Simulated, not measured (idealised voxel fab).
Herein follows the process module entitled voxel spacer lines.
Pictured: cross-section cut, 250 nm wide, on a grid of 5 nm square cells.
In what follows, cross-sections appear as grids of square cells, described through bands that run from the top down, where every band is one or more rows of cells.
A band entry consists of two parts. The first gives the height of the band's top and the height of its bottom, in nm. The rest lists the band's materials from left to right, each with its width in nm. A single material labelled with the word "edge to edge" fills the band from edge to edge, and the word "blank" marks empty space.
Counting heights begins at 0, where everything beneath is, in the wafer as received, one material. The lowest band has no bottom; it goes on downwards, as "0 nm and below" shows.
It should be noted that a width expressed as "30 to 40" varies in equal increments from row to row of cells within the band, taking the value of the first number at the top row and that of the second number at the bottom row.
"nothing different" for a step: no cell of the cross-section changed in that step.
Closed-off voids of 8+ cells (no open route to the top) go in "Trapped void list", written width x height at distance from the left edge, in nm.
The remark found on a step's line after its settings is issued by the simulator itself and pertains to that step.
"overlay nm" denotes, for a step that has a mask, the displacement of the mask to the right of its planned place, with negative values corresponding to the left.
The steps planned for the process are as follows
1,RECEIVE,material Si
2,CONFORMAL_DEP,material Al2O3,thk nm 5
3,DIRECTIONAL_DEP,material SiN,thk nm 10
4,DIRECTIONAL_DEP,material aC,thk nm 20
5,PATTERN,tone cover,mask id MANDREL,material resist,width nm 15,pitch nm 50,thk nm 30,overlay nm 0
6,DIRECTIONAL_ETCH,etch materials aC,depth nm 20
7,STRIP,etch materials resist
8,CONFORMAL_DEP,material SiO2,thk nm 10
9,DIRECTIONAL_ETCH,etch materials SiO2,depth nm 10
10,STRIP,etch materials aC
11,DIRECTIONAL_ETCH,etch materials SiN,depth nm 10
12,STRIP,etch materials SiO2
13,FILL_DEP,material SiO2,thk nm 10
14,CMP,height nm 15
Delivered wafer in cross-section: state after step 1
    0 nm and below | Si edge to edge
    Trapped void list: none
Module complete - cross-section of the first of two wafers, run according to plan
    15 nm to 5 nm | 55 of SiO2  10 of SiN  15 of SiO2  10 of SiN  15 of SiO2  10 of SiN  15 of SiO2  10 of SiN  15 of SiO2  10 of SiN  15 of SiO2  10 of SiN  60 of SiO2
    5 nm to 0 nm | Al2O3 edge to edge
    0 nm and below | Si edge to edge
    Trapped void list: none
Cross-section, second wafer: same start as the first, same plan as the first, one mistake in running it; taken at the end of the module
    15 nm to 10 nm | SiO2 edge to edge
    10 nm to 0 nm | 55 of SiO2  10 of SiN  15 of SiO2  10 of SiN  15 of SiO2  10 of SiN  15 of SiO2  10 of SiN  15 of SiO2  10 of SiN  15 of SiO2  10 of SiN  60 of SiO2
    0 nm and below | Si edge to edge
    Trapped void list: none
Where did the run depart from the plan? step 2 of the plan never got run, it was skipped over
Once processing is complete, comparing cell counts shows that the second wafer has more or fewer of certain materials than the first: Al2O3: 50 fewer, SiO2: 50 more
